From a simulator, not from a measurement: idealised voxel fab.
Process module in this document: voxel wiring stack
For reference, the cross-section in this document is cut, with width 140 nm and square cells of 5 nm.
Cross-section layout: square cells on a grid; listed as bands, top to bottom; a band spans one or more cell rows.
Heads up on the band format: heights come first, top then bottom, in nm. After that it's the materials left to right, each with its width in nm. A single material flagged "throughout" fills the whole band edge to edge, and "air" means there's empty space there.
Note: height 0 marks the level under which the wafer is uniformly one material as received. Lowest band unbounded below, written "0..down".
A two-number width, for instance "30 to 40", indicates that the width is equal to the first number in the top row of the band and to the second number in the bottom row, and that it changes by a constant amount per row of cells.
"changes: none" means the step left every cell of the cross-section as it was.
Empty spaces without an open route to the top, at least 8 cells in extent, make up the entry "Enclosed internal cavities"; each is given as width x height at distance, where the distance is measured from the left edge, and all are in nm.
after a step's settings: what the simulator itself notes on the step
overlay nm: step with mask; distance mask lay right of planned place; negative value = left of planned place.

**Process steps - plan**
1,RECEIVE [material Si]
2,CONFORMAL_DEP [material SiO2] [thk nm 10]
3,CONFORMAL_DEP [material SiCN] [thk nm 5]
4,DIRECTIONAL_DEP [material SiO2] [thk nm 25]
5,MASKED_ETCH [tone open] [mask id METAL_1] [width nm 20] [pitch nm 35] [etch materials SiO2] [depth nm 25] [overlay nm 0]
6,MASKED_ETCH [tone open] [mask id METAL_1] [width nm 20] [pitch nm 35] [etch materials SiCN] [depth nm 5] [overlay nm 0]
7,CONFORMAL_DEP [material TiN] [thk nm 5]
8,FILL_DEP [material W] [thk nm 10]
9,CMP [height nm 40]
10,EPI [material Ru] [thk nm 5]
11,FILL_DEP [material SiCN] [thk nm 5]
12,DIRECTIONAL_DEP [material lowk] [thk nm 10]
13,PATTERN [tone open] [mask id PLUG_1] [material resist] [width nm 15] [pitch nm 70] [thk nm 20] [overlay nm 0]
14,DIRECTIONAL_ETCH [etch materials lowk] [depth nm 10]
15,DIRECTIONAL_ETCH [etch materials SiCN] [depth nm 5]
16,STRIP [etch materials resist]
17,CONFORMAL_DEP [material TiN] [thk nm 5]
18,FILL_DEP [material W] [thk nm 5]
19,CMP [height nm 60]
20,DIRECTIONAL_DEP [material TiN] [thk nm 5]
21,DIRECTIONAL_DEP [material Ru] [thk nm 20]
22,MASKED_ETCH [tone cover] [mask id METAL_2] [width nm 20] [pitch nm 35] [etch materials Ru] [depth nm 20] [overlay nm 0]
23,MASKED_ETCH [tone cover] [mask id METAL_2] [width nm 20] [pitch nm 35] [etch materials TiN] [depth nm 5] [overlay nm 0]
24,CONFORMAL_DEP [material SiN] [thk nm 5]
25,FILL_DEP [material lowk] [thk nm 10]
26,CMP [height nm 85]
27,CONFORMAL_DEP [material SiCN] [thk nm 5]
28,DIRECTIONAL_DEP [material SiO2] [thk nm 35]
29,PATTERN [tone open] [mask id METAL_3] [material resist] [width nm 20] [pitch nm 35] [thk nm 15] [overlay nm 0]
30,DIRECTIONAL_ETCH [etch materials SiO2] [depth nm 20]
31,STRIP [etch materials resist]
32,PATTERN [tone open] [mask id METAL_3_HOLES] [material resist] [width nm 15] [pitch nm 35] [thk nm 15] [overlay nm 0]
33,DIRECTIONAL_ETCH [etch materials SiO2] [depth nm 15]
34,DIRECTIONAL_ETCH [etch materials SiCN] [depth nm 5]
35,STRIP [etch materials resist]
36,CONFORMAL_DEP [material TiN] [thk nm 5]
37,FILL_DEP [material Cu] [thk nm 10]
38,CMP [height nm 125]
39,CONFORMAL_DEP [material SiN] [thk nm 5]

**The first of two wafers, run as planned**

**Wafer cross-section on receipt, i.e. after step 1**
	0..down = Si throughout
	Enclosed internal cavities: none

**Presented here is a cross-section of the wafer after step 2 has been performed**
	10..0 = SiO2 throughout
	Below a height of 0, the structure has not been altered.

**Presented here is a cross-section of the wafer after step 3 has been performed**
	15..10 = SiCN throughout
	Below a height of 10, the structure has not been altered.

**Presented here is a cross-section of the wafer after step 4 has been performed**
	40..15 = SiO2 throughout
	Below a height of 15, the structure has not been altered.

**Presented here is a cross-section of the wafer after step 5 has been performed**
	40..15 = 25 SiO2; 20 air; 15 SiO2; 20 air; 15 SiO2; 20 air; 25 SiO2
	Below a height of 15, the structure has not been altered.

**Presented here is a cross-section of the wafer after step 6 has been performed**
	40..15 = 25 SiO2; 20 air; 15 SiO2; 20 air; 15 SiO2; 20 air; 25 SiO2
	15..10 = 25 SiCN; 20 air; 15 SiCN; 20 air; 15 SiCN; 20 air; 25 SiCN
	Below a height of 10, the structure has not been altered.

**Presented here is a cross-section of the wafer after step 7 has been performed**
	45..40 = 30 TiN; 10 air; 25 TiN; 10 air; 25 TiN; 10 air; 30 TiN
	40..15 = 25 SiO2; 5 TiN; 10 air; 5 TiN; 15 SiO2; 5 TiN; 10 air; 5 TiN; 15 SiO2; 5 TiN; 10 air; 5 TiN; 25 SiO2
	15..10 = 25 SiCN; 20 TiN; 15 SiCN; 20 TiN; 15 SiCN; 20 TiN; 25 SiCN
	Below a height of 10, the structure has not been altered.

**Presented here is a cross-section of the wafer after step 8 has been performed**
	55..45 = W throughout
	45..40 = 30 TiN; 10 W; 25 TiN; 10 W; 25 TiN; 10 W; 30 TiN
	40..15 = 25 SiO2; 5 TiN; 10 W; 5 TiN; 15 SiO2; 5 TiN; 10 W; 5 TiN; 15 SiO2; 5 TiN; 10 W; 5 TiN; 25 SiO2
	Below a height of 15, the structure has not been altered.

**Presented here is a cross-section of the wafer after step 9 has been performed**
	40..15 = 25 SiO2; 5 TiN; 10 W; 5 TiN; 15 SiO2; 5 TiN; 10 W; 5 TiN; 15 SiO2; 5 TiN; 10 W; 5 TiN; 25 SiO2
	Below a height of 15, the structure has not been altered.

**Presented here is a cross-section of the wafer after step 10 has been performed**
	45..40 = 20 air; 30 Ru; 5 air; 30 Ru; 5 air; 30 Ru; 20 air
	Below a height of 40, the structure has not been altered.

**Presented here is a cross-section of the wafer after step 11 has been performed**
	50..45 = SiCN throughout
	45..40 = 20 SiCN; 30 Ru; 5 SiCN; 30 Ru; 5 SiCN; 30 Ru; 20 SiCN
	Below a height of 40, the structure has not been altered.

**Presented here is a cross-section of the wafer after step 12 has been performed**
	60..50 = lowk throughout
	Below a height of 50, the structure has not been altered.

**Presented here is a cross-section of the wafer after step 13 has been performed**
	80..60 = 25 resist; 15 air; 55 resist; 15 air; 30 resist
	Below a height of 60, the structure has not been altered.

**Presented here is a cross-section of the wafer after step 14 has been performed**
	80..60 = 25 resist; 15 air; 55 resist; 15 air; 30 resist
	60..50 = 25 lowk; 15 air; 55 lowk; 15 air; 30 lowk
	Below a height of 50, the structure has not been altered.

**Presented here is a cross-section of the wafer after step 15 has been performed**
	80..60 = 25 resist; 15 air; 55 resist; 15 air; 30 resist
	60..50 = 25 lowk; 15 air; 55 lowk; 15 air; 30 lowk
	50..45 = 25 SiCN; 15 air; 55 SiCN; 15 air; 30 SiCN
	Below a height of 45, the structure has not been altered.

**Presented here is a cross-section of the wafer after step 16 has been performed**
	60..50 = 25 lowk; 15 air; 55 lowk; 15 air; 30 lowk
	Below a height of 50, the structure has not been altered.

**Presented here is a cross-section of the wafer after step 17 has been performed**
	65..60 = 30 TiN; 5 air; 65 TiN; 5 air; 35 TiN
	60..50 = 25 lowk; 5 TiN; 5 air; 5 TiN; 55 lowk; 5 TiN; 5 air; 5 TiN; 30 lowk
	50..45 = 25 SiCN; 15 TiN; 55 SiCN; 15 TiN; 30 SiCN
	Below a height of 45, the structure has not been altered.

**Presented here is a cross-section of the wafer after step 18 has been performed**
	70..65 = W throughout
	65..60 = 30 TiN; 5 W; 65 TiN; 5 W; 35 TiN
	60..50 = 25 lowk; 5 TiN; 5 W; 5 TiN; 55 lowk; 5 TiN; 5 W; 5 TiN; 30 lowk
	Below a height of 50, the structure has not been altered.

**Presented here is a cross-section of the wafer after step 19 has been performed**
	60..50 = 25 lowk; 5 TiN; 5 W; 5 TiN; 55 lowk; 5 TiN; 5 W; 5 TiN; 30 lowk
	Below a height of 50, the structure has not been altered.

**Presented here is a cross-section of the wafer after step 20 has been performed**
	65..60 = TiN throughout
	Below a height of 60, the structure has not been altered.

**Presented here is a cross-section of the wafer after step 21 has been performed**
	85..65 = Ru throughout
	Below a height of 65, the structure has not been altered.

**Presented here is a cross-section of the wafer after step 22 has been performed**
	85..65 = 25 air; 20 Ru; 15 air; 20 Ru; 15 air; 20 Ru; 25 air
	Below a height of 65, the structure has not been altered.

**Presented here is a cross-section of the wafer after step 23 has been performed**
	85..65 = 25 air; 20 Ru; 15 air; 20 Ru; 15 air; 20 Ru; 25 air
	65..60 = 25 air; 20 TiN; 15 air; 20 TiN; 15 air; 20 TiN; 25 air
	Below a height of 60, the structure has not been altered.

**Presented here is a cross-section of the wafer after step 24 has been performed**
	90..85 = 20 air; 30 SiN; 5 air; 30 SiN; 5 air; 30 SiN; 20 air
	85..65 = 20 air; 5 SiN; 20 Ru; 5 SiN; 5 air; 5 SiN; 20 Ru; 5 SiN; 5 air; 5 SiN; 20 Ru; 5 SiN; 20 air
	65..60 = 25 SiN; 20 TiN; 15 SiN; 20 TiN; 15 SiN; 20 TiN; 25 SiN
	Below a height of 60, the structure has not been altered.

**Presented here is a cross-section of the wafer after step 25 has been performed**
	100..90 = lowk throughout
	90..85 = 20 lowk; 30 SiN; 5 lowk; 30 SiN; 5 lowk; 30 SiN; 20 lowk
	85..65 = 20 lowk; 5 SiN; 20 Ru; 5 SiN; 5 lowk; 5 SiN; 20 Ru; 5 SiN; 5 lowk; 5 SiN; 20 Ru; 5 SiN; 20 lowk
	Below a height of 65, the structure has not been altered.

**Presented here is a cross-section of the wafer after step 26 has been performed**
	85..65 = 20 lowk; 5 SiN; 20 Ru; 5 SiN; 5 lowk; 5 SiN; 20 Ru; 5 SiN; 5 lowk; 5 SiN; 20 Ru; 5 SiN; 20 lowk
	Below a height of 65, the structure has not been altered.

**Presented here is a cross-section of the wafer after step 27 has been performed**
	90..85 = SiCN throughout
	Below a height of 85, the structure has not been altered.

**Presented here is a cross-section of the wafer after step 28 has been performed**
	125..90 = SiO2 throughout
	Below a height of 90, the structure has not been altered.

**Presented here is a cross-section of the wafer after step 29 has been performed**
	140..125 = 25 resist; 20 air; 15 resist; 20 air; 15 resist; 20 air; 25 resist
	Below a height of 125, the structure has not been altered.

**Presented here is a cross-section of the wafer after step 30 has been performed**
	140..125 = 25 resist; 20 air; 15 resist; 20 air; 15 resist; 20 air; 25 resist
	125..105 = 25 SiO2; 20 air; 15 SiO2; 20 air; 15 SiO2; 20 air; 25 SiO2
	Below a height of 105, the structure has not been altered.

**Presented here is a cross-section of the wafer after step 31 has been performed**
	125..105 = 25 SiO2; 20 air; 15 SiO2; 20 air; 15 SiO2; 20 air; 25 SiO2
	Below a height of 105, the structure has not been altered.

**Presented here is a cross-section of the wafer after step 32 has been performed**
	140..125 = 25 resist; 15 air; 20 resist; 15 air; 20 resist; 15 air; 30 resist
	125..105 = 25 SiO2; 15 air; 5 resist; 15 SiO2; 15 air; 5 resist; 15 SiO2; 15 air; 5 resist; 25 SiO2
	Below a height of 105, the structure has not been altered.

**Presented here is a cross-section of the wafer after step 33 has been performed**
	140..125 = 25 resist; 15 air; 20 resist; 15 air; 20 resist; 15 air; 30 resist
	125..105 = 25 SiO2; 15 air; 5 resist; 15 SiO2; 15 air; 5 resist; 15 SiO2; 15 air; 5 resist; 25 SiO2
	105..90 = 25 SiO2; 15 air; 20 SiO2; 15 air; 20 SiO2; 15 air; 30 SiO2
	Below a height of 90, the structure has not been altered.

**Presented here is a cross-section of the wafer after step 34 has been performed**
	140..125 = 25 resist; 15 air; 20 resist; 15 air; 20 resist; 15 air; 30 resist
	125..105 = 25 SiO2; 15 air; 5 resist; 15 SiO2; 15 air; 5 resist; 15 SiO2; 15 air; 5 resist; 25 SiO2
	105..90 = 25 SiO2; 15 air; 20 SiO2; 15 air; 20 SiO2; 15 air; 30 SiO2
	90..85 = 25 SiCN; 15 air; 20 SiCN; 15 air; 20 SiCN; 15 air; 30 SiCN
	Below a height of 85, the structure has not been altered.

**Presented here is a cross-section of the wafer after step 35 has been performed**
	125..105 = 25 SiO2; 20 air; 15 SiO2; 20 air; 15 SiO2; 20 air; 25 SiO2
	Below a height of 105, the structure has not been altered.

**Presented here is a cross-section of the wafer after step 36 has been performed**
	130..125 = 30 TiN; 10 air; 25 TiN; 10 air; 25 TiN; 10 air; 30 TiN
	125..110 = 25 SiO2; 5 TiN; 10 air; 5 TiN; 15 SiO2; 5 TiN; 10 air; 5 TiN; 15 SiO2; 5 TiN; 10 air; 5 TiN; 25 SiO2
	110..105 = 25 SiO2; 5 TiN; 5 air; 10 TiN; 15 SiO2; 5 TiN; 5 air; 10 TiN; 15 SiO2; 5 TiN; 5 air; 10 TiN; 25 SiO2
	105..90 = 25 SiO2; 5 TiN; 5 air; 5 TiN; 20 SiO2; 5 TiN; 5 air; 5 TiN; 20 SiO2; 5 TiN; 5 air; 5 TiN; 30 SiO2
	90..85 = 25 SiCN; 15 TiN; 20 SiCN; 15 TiN; 20 SiCN; 15 TiN; 30 SiCN
	Below a height of 85, the structure has not been altered.

**Presented here is a cross-section of the wafer after step 37 has been performed**
	140..130 = Cu throughout
	130..125 = 30 TiN; 10 Cu; 25 TiN; 10 Cu; 25 TiN; 10 Cu; 30 TiN
	125..110 = 25 SiO2; 5 TiN; 10 Cu; 5 TiN; 15 SiO2; 5 TiN; 10 Cu; 5 TiN; 15 SiO2; 5 TiN; 10 Cu; 5 TiN; 25 SiO2
	110..105 = 25 SiO2; 5 TiN; 5 Cu; 10 TiN; 15 SiO2; 5 TiN; 5 Cu; 10 TiN; 15 SiO2; 5 TiN; 5 Cu; 10 TiN; 25 SiO2
	105..90 = 25 SiO2; 5 TiN; 5 Cu; 5 TiN; 20 SiO2; 5 TiN; 5 Cu; 5 TiN; 20 SiO2; 5 TiN; 5 Cu; 5 TiN; 30 SiO2
	Below a height of 90, the structure has not been altered.

**Presented here is a cross-section of the wafer after step 38 has been performed**
	125..110 = 25 SiO2; 5 TiN; 10 Cu; 5 TiN; 15 SiO2; 5 TiN; 10 Cu; 5 TiN; 15 SiO2; 5 TiN; 10 Cu; 5 TiN; 25 SiO2
	Below a height of 110, the structure has not been altered.

**Presented here is a cross-section of the wafer after step 39 has been performed**
	130..125 = SiN throughout
	Below a height of 125, the structure has not been altered.

**Now the other wafer: same start, same recipe, but we messed up one thing when running it. Up to and including step 31 it's the same as the first one**

**Second wafer, cut view, end of step 32 per plan**
	140..125 = 25 resist; 20 air; 15 resist; 20 air; 15 resist; 20 air; 25 resist
	Below a height of 125, the structure has not been altered.

**Second wafer, cut view, end of step 33 per plan**
	140..125 = 25 resist; 20 air; 15 resist; 20 air; 15 resist; 20 air; 25 resist
	125..90 = 25 SiO2; 20 air; 15 SiO2; 20 air; 15 SiO2; 20 air; 25 SiO2
	Below a height of 90, the structure has not been altered.

**Second wafer, cut view, end of step 34 per plan**
	140..125 = 25 resist; 20 air; 15 resist; 20 air; 15 resist; 20 air; 25 resist
	125..90 = 25 SiO2; 20 air; 15 SiO2; 20 air; 15 SiO2; 20 air; 25 SiO2
	90..85 = 25 SiCN; 20 air; 15 SiCN; 20 air; 15 SiCN; 20 air; 25 SiCN
	Below a height of 85, the structure has not been altered.

**Second wafer, cut view, end of step 35 per plan**
	125..90 = 25 SiO2; 20 air; 15 SiO2; 20 air; 15 SiO2; 20 air; 25 SiO2
	Below a height of 90, the structure has not been altered.

**Second wafer, cut view, end of step 36 per plan**
	130..125 = 30 TiN; 10 air; 25 TiN; 10 air; 25 TiN; 10 air; 30 TiN
	125..90 = 25 SiO2; 5 TiN; 10 air; 5 TiN; 15 SiO2; 5 TiN; 10 air; 5 TiN; 15 SiO2; 5 TiN; 10 air; 5 TiN; 25 SiO2
	90..85 = 25 SiCN; 20 TiN; 15 SiCN; 20 TiN; 15 SiCN; 20 TiN; 25 SiCN
	Below a height of 85, the structure has not been altered.

**Second wafer, cut view, end of step 37 per plan**
	140..130 = Cu throughout
	130..125 = 30 TiN; 10 Cu; 25 TiN; 10 Cu; 25 TiN; 10 Cu; 30 TiN
	125..90 = 25 SiO2; 5 TiN; 10 Cu; 5 TiN; 15 SiO2; 5 TiN; 10 Cu; 5 TiN; 15 SiO2; 5 TiN; 10 Cu; 5 TiN; 25 SiO2
	Below a height of 90, the structure has not been altered.

**Second wafer, cut view, end of step 38 per plan**
	125..90 = 25 SiO2; 5 TiN; 10 Cu; 5 TiN; 15 SiO2; 5 TiN; 10 Cu; 5 TiN; 15 SiO2; 5 TiN; 10 Cu; 5 TiN; 25 SiO2
	Below a height of 90, the structure has not been altered.

**Second wafer, cut view, end of step 39 per plan**
	130..125 = SiN throughout
	Below a height of 125, the structure has not been altered.
It is concluded that the wafer was processed incorrectly with respect to the plan, in that step 32 ran with different settings than intended, the actual operation and settings being PATTERN [tone open] [mask id METAL_3_HOLES] [material resist] [width nm 20] [pitch nm 35] [thk nm 15] [overlay nm 0]
Counted in cells at the end, the second wafer holds more or fewer of these materials than the first: 12 more of Cu | 3 fewer of SiCN | 9 fewer of SiO2
